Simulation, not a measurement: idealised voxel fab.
process module | voxel transistor to metal
cross-section cut | 180 nm wide | cells 5 nm
A cross-section is a grid of square cells, given in bands from the top down. A band is one or more rows of cells.
Each band's line starts with the height of the band's top and of its bottom, in nm. Then come its materials from left to right, each with its width in nm. One material with "throughout" fills the band from edge to edge. "air" is empty space.
Height 0 is the level under which the wafer as received is all one material. The lowest band goes on downwards, as in "0 down".
A width such as "30 to 40" changes by the same amount from each row of cells to the next, from the band's top row to its bottom row.
"no change" after a step means that no cell of the cross-section changed.
closed voids: empty space of 8 cells or more with no open way to the top, each as width x height at its distance from the left edge, in nm
after a step's settings: what the simulator itself notes on the step
overlay nm, on a step with a mask: how far to the right of its planned place the mask lay; to the left if negative
plan
1 op RECEIVE | material Si
2 op CONFORMAL_DEP | material SiO2 | thk nm 5
3 op CONFORMAL_DEP | material SiN | thk nm 10
4 op DIRECTIONAL_DEP | material aC | thk nm 15
5 op PATTERN | tone cover | mask id ACTIVE | material resist | width nm 115 | thk nm 35 | overlay nm 0
6 op DIRECTIONAL_ETCH | etch materials aC | depth nm 15
7 op STRIP | etch materials resist
8 op DIRECTIONAL_ETCH | etch materials SiN | depth nm 10
9 op DIRECTIONAL_ETCH | etch materials SiO2 | depth nm 5
10 op DIRECTIONAL_ETCH | etch materials Si | depth nm 20
11 op STRIP | etch materials aC
12 op OXIDIZE | depth nm 5
13 op FILL_DEP | material SiO2 | thk nm 15
14 op CMP | height nm 15
15 op SELECTIVE_ETCH | etch materials SiO2 | depth nm 5
16 op STRIP | etch materials SiN
17 op SELECTIVE_ETCH | etch materials SiO2 | depth nm 5
18 op OXIDIZE | depth nm 5
19 op DIRECTIONAL_DEP | material polySi | thk nm 30
20 op DIRECTIONAL_DEP | material SiCN | thk nm 10
21 op MASKED_ETCH | tone cover | mask id GATE | width nm 25 | etch materials SiCN | depth nm 20 | overlay nm 0
22 op MASKED_ETCH | tone cover | mask id GATE | width nm 25 | etch materials polySi | depth nm 40 | overlay nm 0
23 op CONFORMAL_DEP | material SiN | thk nm 5
24 op DIRECTIONAL_ETCH | etch materials SiN | depth nm 5
25 op DIRECTIONAL_ETCH | etch materials SiO2 | depth nm 5
26 op DIRECTIONAL_ETCH | etch materials Si | depth nm 15
27 op EPI | material nSi | thk nm 15
28 op FILL_DEP | material SiO2 | thk nm 5
29 op CMP | height nm 30
30 op STRIP | etch materials polySi
31 op SELECTIVE_ETCH | etch materials SiO2 | depth nm 5
32 op CONFORMAL_DEP | material HfO2 | thk nm 5
33 op CONFORMAL_DEP | material TiN | thk nm 5
34 op FILL_DEP | material W | thk nm 10
35 op CMP | height nm 25
36 op DIRECTIONAL_DEP | material SiO2 | thk nm 10
37 op MASKED_ETCH | tone open | mask id CONTACT | width nm 15 | pitch nm 80 | etch materials SiO2 | depth nm 40 | overlay nm 0
38 op CONFORMAL_DEP | material TiN | thk nm 5
39 op FILL_DEP | material W | thk nm 5
40 op CMP | height nm 35
41 op DIRECTIONAL_DEP | material TiN | thk nm 5
42 op DIRECTIONAL_DEP | material Ru | thk nm 20
43 op MASKED_ETCH | tone cover | mask id METAL_1 | width nm 15 | pitch nm 80 | etch materials Ru | depth nm 20 | overlay nm 0
44 op MASKED_ETCH | tone cover | mask id METAL_1 | width nm 15 | pitch nm 80 | etch materials TiN | depth nm 5 | overlay nm 0
45 op CONFORMAL_DEP | material SiN | thk nm 5
46 op FILL_DEP | material SiO2 | thk nm 10
47 op CMP | height nm 60
48 op CONFORMAL_DEP | material SiCN | thk nm 5
first wafer, as planned
as received, after step 1
  0 down: Si throughout
  closed voids: none
after step 2
  5 to 0: SiO2 throughout
  below 0: unchanged
after step 3
  15 to 5: SiN throughout
  below 5: unchanged
after step 4
  30 to 15: aC throughout
  below 15: unchanged
after step 5
  65 to 30: air 30 | resist 115 | air 35
  below 30: unchanged
after step 6
  50 to 30: air 30 | resist 115 | air 35
  30 to 15: air 30 | aC 115 | air 35
  below 15: unchanged
after step 7
  30 to 15: air 30 | aC 115 | air 35
  below 15: unchanged
after step 8
  30 to 15: air 30 | aC 115 | air 35
  15 to 5: air 30 | SiN 115 | air 35
  below 5: unchanged
after step 9
  30 to 15: air 30 | aC 115 | air 35
  15 to 5: air 30 | SiN 115 | air 35
  5 to 0: air 30 | SiO2 115 | air 35
  below 0: unchanged
after step 10
  30 to 15: air 30 | aC 115 | air 35
  15 to 5: air 30 | SiN 115 | air 35
  5 to 0: air 30 | SiO2 115 | air 35
  0 to -20: air 30 | Si 115 | air 35
  below -20: unchanged
after step 11
  15 to 5: air 30 | SiN 115 | air 35
  below 5: unchanged
after step 12
  15 to 5: air 30 | SiN 115 | air 35
  5 to 0: air 30 | SiO2 115 | air 35
  0 to -20: air 30 | SiO2 5 | Si 105 | SiO2 5 | air 35
  -20 to -25: SiO2 35 | Si 105 | SiO2 40
  below -25: unchanged
after step 13
  30 to 15: SiO2 throughout
  15 to 5: SiO2 30 | SiN 115 | SiO2 35
  5 to 0: SiO2 throughout
  0 to -25: SiO2 35 | Si 105 | SiO2 40
  below -25: unchanged
after step 14
  15 to 5: SiO2 30 | SiN 115 | SiO2 35
  below 5: unchanged
after step 15
  15 to 10: air 30 | SiN 115 | air 35
  below 10: unchanged
after step 16
  10 to 5: SiO2 30 | air 115 | SiO2 35
  below 5: unchanged
after step 17
  5 to 0: SiO2 25 | air 125 | SiO2 30
  below 0: unchanged
after step 18
  5 to 0: SiO2 25 | air 125 | SiO2 30
  0 to -5: SiO2 throughout
  below -5: unchanged
after step 19
  35 to 30: polySi 25 | air 125 | polySi 30
  30 to 5: polySi throughout
  5 to 0: SiO2 25 | polySi 125 | SiO2 30
  below 0: unchanged
after step 20
  45 to 40: SiCN 25 | air 125 | SiCN 30
  40 to 35: SiCN throughout
  35 to 30: polySi 25 | SiCN 125 | polySi 30
  below 30: unchanged
after step 21
  40 to 35: air 75 | SiCN 25 | air 80
  35 to 30: polySi 25 | air 50 | SiCN 25 | air 50 | polySi 30
  below 30: unchanged
after step 22
  40 to 30: air 75 | SiCN 25 | air 80
  30 to 5: air 75 | polySi 25 | air 80
  5 to 0: SiO2 25 | air 50 | polySi 25 | air 50 | SiO2 30
  below 0: unchanged
after step 23
  45 to 40: air 70 | SiN 35 | air 75
  40 to 30: air 70 | SiN 5 | SiCN 25 | SiN 5 | air 75
  30 to 10: air 70 | SiN 5 | polySi 25 | SiN 5 | air 75
  10 to 5: SiN 30 | air 40 | SiN 5 | polySi 25 | SiN 5 | air 40 | SiN 35
  5 to 0: SiO2 25 | SiN 50 | polySi 25 | SiN 50 | SiO2 30
  below 0: unchanged
after step 24
  40 to 30: air 70 | SiN 5 | SiCN 25 | SiN 5 | air 75
  30 to 5: air 70 | SiN 5 | polySi 25 | SiN 5 | air 75
  5 to 0: SiO2 25 | SiN 5 | air 40 | SiN 5 | polySi 25 | SiN 5 | air 40 | SiN 5 | SiO2 30
  below 0: unchanged
after step 25
  40 to 30: air 70 | SiN 5 | SiCN 25 | SiN 5 | air 75
  30 to 5: air 70 | SiN 5 | polySi 25 | SiN 5 | air 75
  5 to 0: air 25 | SiN 5 | air 40 | SiN 5 | polySi 25 | SiN 5 | air 40 | SiN 5 | air 30
  0 to -5: SiO2 30 | air 40 | SiO2 35 | air 40 | SiO2 35
  below -5: unchanged
after step 26
  40 to 30: air 70 | SiN 5 | SiCN 25 | SiN 5 | air 75
  30 to 5: air 70 | SiN 5 | polySi 25 | SiN 5 | air 75
  5 to 0: air 25 | SiN 5 | air 40 | SiN 5 | polySi 25 | SiN 5 | air 40 | SiN 5 | air 30
  0 to -5: SiO2 30 | air 40 | SiO2 35 | air 40 | SiO2 35
  -5 to -20: SiO2 35 | air 35 | Si 35 | air 35 | SiO2 40
  below -20: unchanged
after step 27
  40 to 30: air 70 | SiN 5 | SiCN 25 | SiN 5 | air 75
  30 to 10: air 70 | SiN 5 | polySi 25 | SiN 5 | air 75
  10 to 5: air 55 | nSi 15 | SiN 5 | polySi 25 | SiN 5 | nSi 15 | air 60
  5 to 0: air 25 | SiN 5 | air 25 | nSi 15 | SiN 5 | polySi 25 | SiN 5 | nSi 15 | air 25 | SiN 5 | air 30
  0 to -5: SiO2 30 | air 25 | nSi 15 | SiO2 35 | nSi 15 | air 25 | SiO2 35
  -5 to -20: SiO2 35 | nSi 35 | Si 35 | nSi 35 | SiO2 40
  below -20: unchanged
after step 28
  45 to 40: SiO2 throughout
  40 to 30: SiO2 70 | SiN 5 | SiCN 25 | SiN 5 | SiO2 75
  30 to 10: SiO2 70 | SiN 5 | polySi 25 | SiN 5 | SiO2 75
  10 to 5: SiO2 55 | nSi 15 | SiN 5 | polySi 25 | SiN 5 | nSi 15 | SiO2 60
  5 to 0: SiO2 25 | SiN 5 | SiO2 25 | nSi 15 | SiN 5 | polySi 25 | SiN 5 | nSi 15 | SiO2 25 | SiN 5 | SiO2 30
  0 to -5: SiO2 55 | nSi 15 | SiO2 35 | nSi 15 | SiO2 60
  below -5: unchanged
after step 29
  30 to 10: SiO2 70 | SiN 5 | polySi 25 | SiN 5 | SiO2 75
  below 10: unchanged
after step 30
  30 to 10: SiO2 70 | SiN 5 | air 25 | SiN 5 | SiO2 75
  10 to 5: SiO2 55 | nSi 15 | SiN 5 | air 25 | SiN 5 | nSi 15 | SiO2 60
  5 to 0: SiO2 25 | SiN 5 | SiO2 25 | nSi 15 | SiN 5 | air 25 | SiN 5 | nSi 15 | SiO2 25 | SiN 5 | SiO2 30
  below 0: unchanged
after step 31
  30 to 25: air 70 | SiN 5 | air 25 | SiN 5 | air 75
  25 to 10: SiO2 70 | SiN 5 | air 25 | SiN 5 | SiO2 75
  10 to 5: SiO2 55 | nSi 15 | SiN 5 | air 25 | SiN 5 | nSi 15 | SiO2 60
  5 to 0: SiO2 25 | SiN 5 | SiO2 25 | nSi 15 | SiN 5 | air 25 | SiN 5 | nSi 15 | SiO2 25 | SiN 5 | SiO2 30
  0 to -5: SiO2 55 | nSi 15 | air 35 | nSi 15 | SiO2 60
  below -5: unchanged
after step 32
  35 to 30: air 65 | HfO2 15 | air 15 | HfO2 15 | air 70
  30 to 25: HfO2 70 | SiN 5 | HfO2 5 | air 15 | HfO2 5 | SiN 5 | HfO2 75
  25 to 10: SiO2 70 | SiN 5 | HfO2 5 | air 15 | HfO2 5 | SiN 5 | SiO2 75
  10 to 5: SiO2 55 | nSi 15 | SiN 5 | HfO2 5 | air 15 | HfO2 5 | SiN 5 | nSi 15 | SiO2 60
  5 to 0: SiO2 25 | SiN 5 | SiO2 25 | nSi 15 | SiN 5 | HfO2 5 | air 15 | HfO2 5 | SiN 5 | nSi 15 | SiO2 25 | SiN 5 | SiO2 30
  0 to -5: SiO2 55 | nSi 15 | HfO2 35 | nSi 15 | SiO2 60
  below -5: unchanged
after step 33
  40 to 35: air 60 | TiN 25 | air 5 | TiN 25 | air 65
  35 to 30: TiN 65 | HfO2 15 | TiN 5 | air 5 | TiN 5 | HfO2 15 | TiN 70
  30 to 25: HfO2 70 | SiN 5 | HfO2 5 | TiN 5 | air 5 | TiN 5 | HfO2 5 | SiN 5 | HfO2 75
  25 to 10: SiO2 70 | SiN 5 | HfO2 5 | TiN 5 | air 5 | TiN 5 | HfO2 5 | SiN 5 | SiO2 75
  10 to 5: SiO2 55 | nSi 15 | SiN 5 | HfO2 5 | TiN 5 | air 5 | TiN 5 | HfO2 5 | SiN 5 | nSi 15 | SiO2 60
  5 to 0: SiO2 25 | SiN 5 | SiO2 25 | nSi 15 | SiN 5 | HfO2 5 | TiN 15 | HfO2 5 | SiN 5 | nSi 15 | SiO2 25 | SiN 5 | SiO2 30
  below 0: unchanged
after step 34
  50 to 40: W throughout
  40 to 35: W 60 | TiN 25 | W 5 | TiN 25 | W 65
  35 to 30: TiN 65 | HfO2 15 | TiN 5 | W 5 | TiN 5 | HfO2 15 | TiN 70
  30 to 25: HfO2 70 | SiN 5 | HfO2 5 | TiN 5 | W 5 | TiN 5 | HfO2 5 | SiN 5 | HfO2 75
  25 to 10: SiO2 70 | SiN 5 | HfO2 5 | TiN 5 | W 5 | TiN 5 | HfO2 5 | SiN 5 | SiO2 75
  10 to 5: SiO2 55 | nSi 15 | SiN 5 | HfO2 5 | TiN 5 | W 5 | TiN 5 | HfO2 5 | SiN 5 | nSi 15 | SiO2 60
  below 5: unchanged
after step 35
  25 to 10: SiO2 70 | SiN 5 | HfO2 5 | TiN 5 | W 5 | TiN 5 | HfO2 5 | SiN 5 | SiO2 75
  below 10: unchanged
after step 36
  35 to 25: SiO2 throughout
  below 25: unchanged
after step 37
  35 to 25: SiO2 40 | air 15 | SiO2 65 | air 15 | SiO2 45
  25 to 10: SiO2 40 | air 15 | SiO2 15 | SiN 5 | HfO2 5 | TiN 5 | W 5 | TiN 5 | HfO2 5 | SiN 5 | SiO2 15 | air 15 | SiO2 45
  10 to 5: SiO2 40 | air 15 | nSi 15 | SiN 5 | HfO2 5 | TiN 5 | W 5 | TiN 5 | HfO2 5 | SiN 5 | nSi 15 | air 15 | SiO2 45
  5 to 0: SiO2 25 | SiN 5 | SiO2 10 | air 15 | nSi 15 | SiN 5 | HfO2 5 | TiN 15 | HfO2 5 | SiN 5 | nSi 15 | air 15 | SiO2 10 | SiN 5 | SiO2 30
  0 to -5: SiO2 40 | air 15 | nSi 15 | HfO2 35 | nSi 15 | air 15 | SiO2 45
  below -5: unchanged
after step 38
  40 to 35: TiN 45 | air 5 | TiN 75 | air 5 | TiN 50
  35 to 25: SiO2 40 | TiN 5 | air 5 | TiN 5 | SiO2 65 | TiN 5 | air 5 | TiN 5 | SiO2 45
  25 to 10: SiO2 40 | TiN 5 | air 5 | TiN 5 | SiO2 15 | SiN 5 | HfO2 5 | TiN 5 | W 5 | TiN 5 | HfO2 5 | SiN 5 | SiO2 15 | TiN 5 | air 5 | TiN 5 | SiO2 45
  10 to 5: SiO2 40 | TiN 5 | air 5 | TiN 5 | nSi 15 | SiN 5 | HfO2 5 | TiN 5 | W 5 | TiN 5 | HfO2 5 | SiN 5 | nSi 15 | TiN 5 | air 5 | TiN 5 | SiO2 45
  5 to 0: SiO2 25 | SiN 5 | SiO2 10 | TiN 5 | air 5 | TiN 5 | nSi 15 | SiN 5 | HfO2 5 | TiN 15 | HfO2 5 | SiN 5 | nSi 15 | TiN 5 | air 5 | TiN 5 | SiO2 10 | SiN 5 | SiO2 30
  0 to -5: SiO2 40 | TiN 15 | nSi 15 | HfO2 35 | nSi 15 | TiN 15 | SiO2 45
  below -5: unchanged
after step 39
  45 to 40: W throughout
  40 to 35: TiN 45 | W 5 | TiN 75 | W 5 | TiN 50
  35 to 25: SiO2 40 | TiN 5 | W 5 | TiN 5 | SiO2 65 | TiN 5 | W 5 | TiN 5 | SiO2 45
  25 to 10: SiO2 40 | TiN 5 | W 5 | TiN 5 | SiO2 15 | SiN 5 | HfO2 5 | TiN 5 | W 5 | TiN 5 | HfO2 5 | SiN 5 | SiO2 15 | TiN 5 | W 5 | TiN 5 | SiO2 45
  10 to 5: SiO2 40 | TiN 5 | W 5 | TiN 5 | nSi 15 | SiN 5 | HfO2 5 | TiN 5 | W 5 | TiN 5 | HfO2 5 | SiN 5 | nSi 15 | TiN 5 | W 5 | TiN 5 | SiO2 45
  5 to 0: SiO2 25 | SiN 5 | SiO2 10 | TiN 5 | W 5 | TiN 5 | nSi 15 | SiN 5 | HfO2 5 | TiN 15 | HfO2 5 | SiN 5 | nSi 15 | TiN 5 | W 5 | TiN 5 | SiO2 10 | SiN 5 | SiO2 30
  below 0: unchanged
after step 40
  35 to 25: SiO2 40 | TiN 5 | W 5 | TiN 5 | SiO2 65 | TiN 5 | W 5 | TiN 5 | SiO2 45
  below 25: unchanged
after step 41
  40 to 35: TiN throughout
  below 35: unchanged
after step 42
  60 to 40: Ru throughout
  below 40: unchanged
after step 43
  60 to 40: air 40 | Ru 15 | air 65 | Ru 15 | air 45
  below 40: unchanged
after step 44
  60 to 40: air 40 | Ru 15 | air 65 | Ru 15 | air 45
  40 to 35: air 40 | TiN 15 | air 65 | TiN 15 | air 45
  below 35: unchanged
after step 45
  65 to 60: air 35 | SiN 25 | air 55 | SiN 25 | air 40
  60 to 40: air 35 | SiN 5 | Ru 15 | SiN 5 | air 55 | SiN 5 | Ru 15 | SiN 5 | air 40
  40 to 35: SiN 40 | TiN 15 | SiN 65 | TiN 15 | SiN 45
  below 35: unchanged
after step 46
  75 to 65: SiO2 throughout
  65 to 60: SiO2 35 | SiN 25 | SiO2 55 | SiN 25 | SiO2 40
  60 to 40: SiO2 35 | SiN 5 | Ru 15 | SiN 5 | SiO2 55 | SiN 5 | Ru 15 | SiN 5 | SiO2 40
  below 40: unchanged
after step 47
  60 to 40: SiO2 35 | SiN 5 | Ru 15 | SiN 5 | SiO2 55 | SiN 5 | Ru 15 | SiN 5 | SiO2 40
  below 40: unchanged
after step 48
  65 to 60: SiCN throughout
  below 60: unchanged
second wafer: like start, like plan, one mistake. Through step 9 it matches the first wafer
when step 10 should have ended
  30 to 15: air 30 | aC 115 | air 35
  15 to 5: air 30 | SiN 115 | air 35
  5 to 0: air 30 | SiO2 115 | air 35
  0 to -40: air 30 | Si 115 | air 35
  below -40: unchanged
when step 11 should have ended
  15 to 5: air 30 | SiN 115 | air 35
  below 5: unchanged
when step 12 should have ended
  15 to 5: air 30 | SiN 115 | air 35
  5 to 0: air 30 | SiO2 115 | air 35
  0 to -40: air 30 | SiO2 5 | Si 105 | SiO2 5 | air 35
  -40 to -45: SiO2 35 | Si 105 | SiO2 40
  below -45: unchanged
when step 13 should have ended
  30 to 15: SiO2 throughout
  15 to 5: SiO2 30 | SiN 115 | SiO2 35
  5 to 0: SiO2 throughout
  0 to -45: SiO2 35 | Si 105 | SiO2 40
  below -45: unchanged
when step 14 should have ended
  15 to 5: SiO2 30 | SiN 115 | SiO2 35
  below 5: unchanged
when step 15 should have ended
  15 to 10: air 30 | SiN 115 | air 35
  below 10: unchanged
when step 16 should have ended
  10 to 5: SiO2 30 | air 115 | SiO2 35
  below 5: unchanged
when step 17 should have ended
  5 to 0: SiO2 25 | air 125 | SiO2 30
  below 0: unchanged
when step 18 should have ended
  5 to 0: SiO2 25 | air 125 | SiO2 30
  0 to -5: SiO2 throughout
  below -5: unchanged
when step 19 should have ended
  35 to 30: polySi 25 | air 125 | polySi 30
  30 to 5: polySi throughout
  5 to 0: SiO2 25 | polySi 125 | SiO2 30
  below 0: unchanged
when step 20 should have ended
  45 to 40: SiCN 25 | air 125 | SiCN 30
  40 to 35: SiCN throughout
  35 to 30: polySi 25 | SiCN 125 | polySi 30
  below 30: unchanged
when step 21 should have ended
  40 to 35: air 75 | SiCN 25 | air 80
  35 to 30: polySi 25 | air 50 | SiCN 25 | air 50 | polySi 30
  below 30: unchanged
when step 22 should have ended
  40 to 30: air 75 | SiCN 25 | air 80
  30 to 5: air 75 | polySi 25 | air 80
  5 to 0: SiO2 25 | air 50 | polySi 25 | air 50 | SiO2 30
  below 0: unchanged
when step 23 should have ended
  45 to 40: air 70 | SiN 35 | air 75
  40 to 30: air 70 | SiN 5 | SiCN 25 | SiN 5 | air 75
  30 to 10: air 70 | SiN 5 | polySi 25 | SiN 5 | air 75
  10 to 5: SiN 30 | air 40 | SiN 5 | polySi 25 | SiN 5 | air 40 | SiN 35
  5 to 0: SiO2 25 | SiN 50 | polySi 25 | SiN 50 | SiO2 30
  below 0: unchanged
when step 24 should have ended
  40 to 30: air 70 | SiN 5 | SiCN 25 | SiN 5 | air 75
  30 to 5: air 70 | SiN 5 | polySi 25 | SiN 5 | air 75
  5 to 0: SiO2 25 | SiN 5 | air 40 | SiN 5 | polySi 25 | SiN 5 | air 40 | SiN 5 | SiO2 30
  below 0: unchanged
when step 25 should have ended
  40 to 30: air 70 | SiN 5 | SiCN 25 | SiN 5 | air 75
  30 to 5: air 70 | SiN 5 | polySi 25 | SiN 5 | air 75
  5 to 0: air 25 | SiN 5 | air 40 | SiN 5 | polySi 25 | SiN 5 | air 40 | SiN 5 | air 30
  0 to -5: SiO2 30 | air 40 | SiO2 35 | air 40 | SiO2 35
  below -5: unchanged
when step 26 should have ended
  40 to 30: air 70 | SiN 5 | SiCN 25 | SiN 5 | air 75
  30 to 5: air 70 | SiN 5 | polySi 25 | SiN 5 | air 75
  5 to 0: air 25 | SiN 5 | air 40 | SiN 5 | polySi 25 | SiN 5 | air 40 | SiN 5 | air 30
  0 to -5: SiO2 30 | air 40 | SiO2 35 | air 40 | SiO2 35
  -5 to -20: SiO2 35 | air 35 | Si 35 | air 35 | SiO2 40
  below -20: unchanged
when step 27 should have ended
  40 to 30: air 70 | SiN 5 | SiCN 25 | SiN 5 | air 75
  30 to 10: air 70 | SiN 5 | polySi 25 | SiN 5 | air 75
  10 to 5: air 55 | nSi 15 | SiN 5 | polySi 25 | SiN 5 | nSi 15 | air 60
  5 to 0: air 25 | SiN 5 | air 25 | nSi 15 | SiN 5 | polySi 25 | SiN 5 | nSi 15 | air 25 | SiN 5 | air 30
  0 to -5: SiO2 30 | air 25 | nSi 15 | SiO2 35 | nSi 15 | air 25 | SiO2 35
  -5 to -20: SiO2 35 | nSi 35 | Si 35 | nSi 35 | SiO2 40
  below -20: unchanged
when step 28 should have ended
  45 to 40: SiO2 throughout
  40 to 30: SiO2 70 | SiN 5 | SiCN 25 | SiN 5 | SiO2 75
  30 to 10: SiO2 70 | SiN 5 | polySi 25 | SiN 5 | SiO2 75
  10 to 5: SiO2 55 | nSi 15 | SiN 5 | polySi 25 | SiN 5 | nSi 15 | SiO2 60
  5 to 0: SiO2 25 | SiN 5 | SiO2 25 | nSi 15 | SiN 5 | polySi 25 | SiN 5 | nSi 15 | SiO2 25 | SiN 5 | SiO2 30
  0 to -5: SiO2 55 | nSi 15 | SiO2 35 | nSi 15 | SiO2 60
  below -5: unchanged
when step 29 should have ended
  30 to 10: SiO2 70 | SiN 5 | polySi 25 | SiN 5 | SiO2 75
  below 10: unchanged
when step 30 should have ended
  30 to 10: SiO2 70 | SiN 5 | air 25 | SiN 5 | SiO2 75
  10 to 5: SiO2 55 | nSi 15 | SiN 5 | air 25 | SiN 5 | nSi 15 | SiO2 60
  5 to 0: SiO2 25 | SiN 5 | SiO2 25 | nSi 15 | SiN 5 | air 25 | SiN 5 | nSi 15 | SiO2 25 | SiN 5 | SiO2 30
  below 0: unchanged
when step 31 should have ended
  30 to 25: air 70 | SiN 5 | air 25 | SiN 5 | air 75
  25 to 10: SiO2 70 | SiN 5 | air 25 | SiN 5 | SiO2 75
  10 to 5: SiO2 55 | nSi 15 | SiN 5 | air 25 | SiN 5 | nSi 15 | SiO2 60
  5 to 0: SiO2 25 | SiN 5 | SiO2 25 | nSi 15 | SiN 5 | air 25 | SiN 5 | nSi 15 | SiO2 25 | SiN 5 | SiO2 30
  0 to -5: SiO2 55 | nSi 15 | air 35 | nSi 15 | SiO2 60
  below -5: unchanged
when step 32 should have ended
  35 to 30: air 65 | HfO2 15 | air 15 | HfO2 15 | air 70
  30 to 25: HfO2 70 | SiN 5 | HfO2 5 | air 15 | HfO2 5 | SiN 5 | HfO2 75
  25 to 10: SiO2 70 | SiN 5 | HfO2 5 | air 15 | HfO2 5 | SiN 5 | SiO2 75
  10 to 5: SiO2 55 | nSi 15 | SiN 5 | HfO2 5 | air 15 | HfO2 5 | SiN 5 | nSi 15 | SiO2 60
  5 to 0: SiO2 25 | SiN 5 | SiO2 25 | nSi 15 | SiN 5 | HfO2 5 | air 15 | HfO2 5 | SiN 5 | nSi 15 | SiO2 25 | SiN 5 | SiO2 30
  0 to -5: SiO2 55 | nSi 15 | HfO2 35 | nSi 15 | SiO2 60
  below -5: unchanged
when step 33 should have ended
  40 to 35: air 60 | TiN 25 | air 5 | TiN 25 | air 65
  35 to 30: TiN 65 | HfO2 15 | TiN 5 | air 5 | TiN 5 | HfO2 15 | TiN 70
  30 to 25: HfO2 70 | SiN 5 | HfO2 5 | TiN 5 | air 5 | TiN 5 | HfO2 5 | SiN 5 | HfO2 75
  25 to 10: SiO2 70 | SiN 5 | HfO2 5 | TiN 5 | air 5 | TiN 5 | HfO2 5 | SiN 5 | SiO2 75
  10 to 5: SiO2 55 | nSi 15 | SiN 5 | HfO2 5 | TiN 5 | air 5 | TiN 5 | HfO2 5 | SiN 5 | nSi 15 | SiO2 60
  5 to 0: SiO2 25 | SiN 5 | SiO2 25 | nSi 15 | SiN 5 | HfO2 5 | TiN 15 | HfO2 5 | SiN 5 | nSi 15 | SiO2 25 | SiN 5 | SiO2 30
  below 0: unchanged
when step 34 should have ended
  50 to 40: W throughout
  40 to 35: W 60 | TiN 25 | W 5 | TiN 25 | W 65
  35 to 30: TiN 65 | HfO2 15 | TiN 5 | W 5 | TiN 5 | HfO2 15 | TiN 70
  30 to 25: HfO2 70 | SiN 5 | HfO2 5 | TiN 5 | W 5 | TiN 5 | HfO2 5 | SiN 5 | HfO2 75
  25 to 10: SiO2 70 | SiN 5 | HfO2 5 | TiN 5 | W 5 | TiN 5 | HfO2 5 | SiN 5 | SiO2 75
  10 to 5: SiO2 55 | nSi 15 | SiN 5 | HfO2 5 | TiN 5 | W 5 | TiN 5 | HfO2 5 | SiN 5 | nSi 15 | SiO2 60
  below 5: unchanged
when step 35 should have ended
  25 to 10: SiO2 70 | SiN 5 | HfO2 5 | TiN 5 | W 5 | TiN 5 | HfO2 5 | SiN 5 | SiO2 75
  below 10: unchanged
when step 36 should have ended
  35 to 25: SiO2 throughout
  below 25: unchanged
when step 37 should have ended
  35 to 25: SiO2 40 | air 15 | SiO2 65 | air 15 | SiO2 45
  25 to 10: SiO2 40 | air 15 | SiO2 15 | SiN 5 | HfO2 5 | TiN 5 | W 5 | TiN 5 | HfO2 5 | SiN 5 | SiO2 15 | air 15 | SiO2 45
  10 to 5: SiO2 40 | air 15 | nSi 15 | SiN 5 | HfO2 5 | TiN 5 | W 5 | TiN 5 | HfO2 5 | SiN 5 | nSi 15 | air 15 | SiO2 45
  5 to 0: SiO2 25 | SiN 5 | SiO2 10 | air 15 | nSi 15 | SiN 5 | HfO2 5 | TiN 15 | HfO2 5 | SiN 5 | nSi 15 | air 15 | SiO2 10 | SiN 5 | SiO2 30
  0 to -5: SiO2 40 | air 15 | nSi 15 | HfO2 35 | nSi 15 | air 15 | SiO2 45
  below -5: unchanged
when step 38 should have ended
  40 to 35: TiN 45 | air 5 | TiN 75 | air 5 | TiN 50
  35 to 25: SiO2 40 | TiN 5 | air 5 | TiN 5 | SiO2 65 | TiN 5 | air 5 | TiN 5 | SiO2 45
  25 to 10: SiO2 40 | TiN 5 | air 5 | TiN 5 | SiO2 15 | SiN 5 | HfO2 5 | TiN 5 | W 5 | TiN 5 | HfO2 5 | SiN 5 | SiO2 15 | TiN 5 | air 5 | TiN 5 | SiO2 45
  10 to 5: SiO2 40 | TiN 5 | air 5 | TiN 5 | nSi 15 | SiN 5 | HfO2 5 | TiN 5 | W 5 | TiN 5 | HfO2 5 | SiN 5 | nSi 15 | TiN 5 | air 5 | TiN 5 | SiO2 45
  5 to 0: SiO2 25 | SiN 5 | SiO2 10 | TiN 5 | air 5 | TiN 5 | nSi 15 | SiN 5 | HfO2 5 | TiN 15 | HfO2 5 | SiN 5 | nSi 15 | TiN 5 | air 5 | TiN 5 | SiO2 10 | SiN 5 | SiO2 30
  0 to -5: SiO2 40 | TiN 15 | nSi 15 | HfO2 35 | nSi 15 | TiN 15 | SiO2 45
  below -5: unchanged
when step 39 should have ended
  45 to 40: W throughout
  40 to 35: TiN 45 | W 5 | TiN 75 | W 5 | TiN 50
  35 to 25: SiO2 40 | TiN 5 | W 5 | TiN 5 | SiO2 65 | TiN 5 | W 5 | TiN 5 | SiO2 45
  25 to 10: SiO2 40 | TiN 5 | W 5 | TiN 5 | SiO2 15 | SiN 5 | HfO2 5 | TiN 5 | W 5 | TiN 5 | HfO2 5 | SiN 5 | SiO2 15 | TiN 5 | W 5 | TiN 5 | SiO2 45
  10 to 5: SiO2 40 | TiN 5 | W 5 | TiN 5 | nSi 15 | SiN 5 | HfO2 5 | TiN 5 | W 5 | TiN 5 | HfO2 5 | SiN 5 | nSi 15 | TiN 5 | W 5 | TiN 5 | SiO2 45
  5 to 0: SiO2 25 | SiN 5 | SiO2 10 | TiN 5 | W 5 | TiN 5 | nSi 15 | SiN 5 | HfO2 5 | TiN 15 | HfO2 5 | SiN 5 | nSi 15 | TiN 5 | W 5 | TiN 5 | SiO2 10 | SiN 5 | SiO2 30
  below 0: unchanged
when step 40 should have ended
  35 to 25: SiO2 40 | TiN 5 | W 5 | TiN 5 | SiO2 65 | TiN 5 | W 5 | TiN 5 | SiO2 45
  below 25: unchanged
when step 41 should have ended
  40 to 35: TiN throughout
  below 35: unchanged
when step 42 should have ended
  60 to 40: Ru throughout
  below 40: unchanged
when step 43 should have ended
  60 to 40: air 40 | Ru 15 | air 65 | Ru 15 | air 45
  below 40: unchanged
when step 44 should have ended
  60 to 40: air 40 | Ru 15 | air 65 | Ru 15 | air 45
  40 to 35: air 40 | TiN 15 | air 65 | TiN 15 | air 45
  below 35: unchanged
when step 45 should have ended
  65 to 60: air 35 | SiN 25 | air 55 | SiN 25 | air 40
  60 to 40: air 35 | SiN 5 | Ru 15 | SiN 5 | air 55 | SiN 5 | Ru 15 | SiN 5 | air 40
  40 to 35: SiN 40 | TiN 15 | SiN 65 | TiN 15 | SiN 45
  below 35: unchanged
when step 46 should have ended
  75 to 65: SiO2 throughout
  65 to 60: SiO2 35 | SiN 25 | SiO2 55 | SiN 25 | SiO2 40
  60 to 40: SiO2 35 | SiN 5 | Ru 15 | SiN 5 | SiO2 55 | SiN 5 | Ru 15 | SiN 5 | SiO2 40
  below 40: unchanged
when step 47 should have ended
  60 to 40: SiO2 35 | SiN 5 | Ru 15 | SiN 5 | SiO2 55 | SiN 5 | Ru 15 | SiN 5 | SiO2 40
  below 40: unchanged
when step 48 should have ended
  65 to 60: SiCN throughout
  below 60: unchanged
what went wrong: step 10 was run twice
at the end the second wafer has, in cells: 60 fewer of Si | 60 more of SiO2
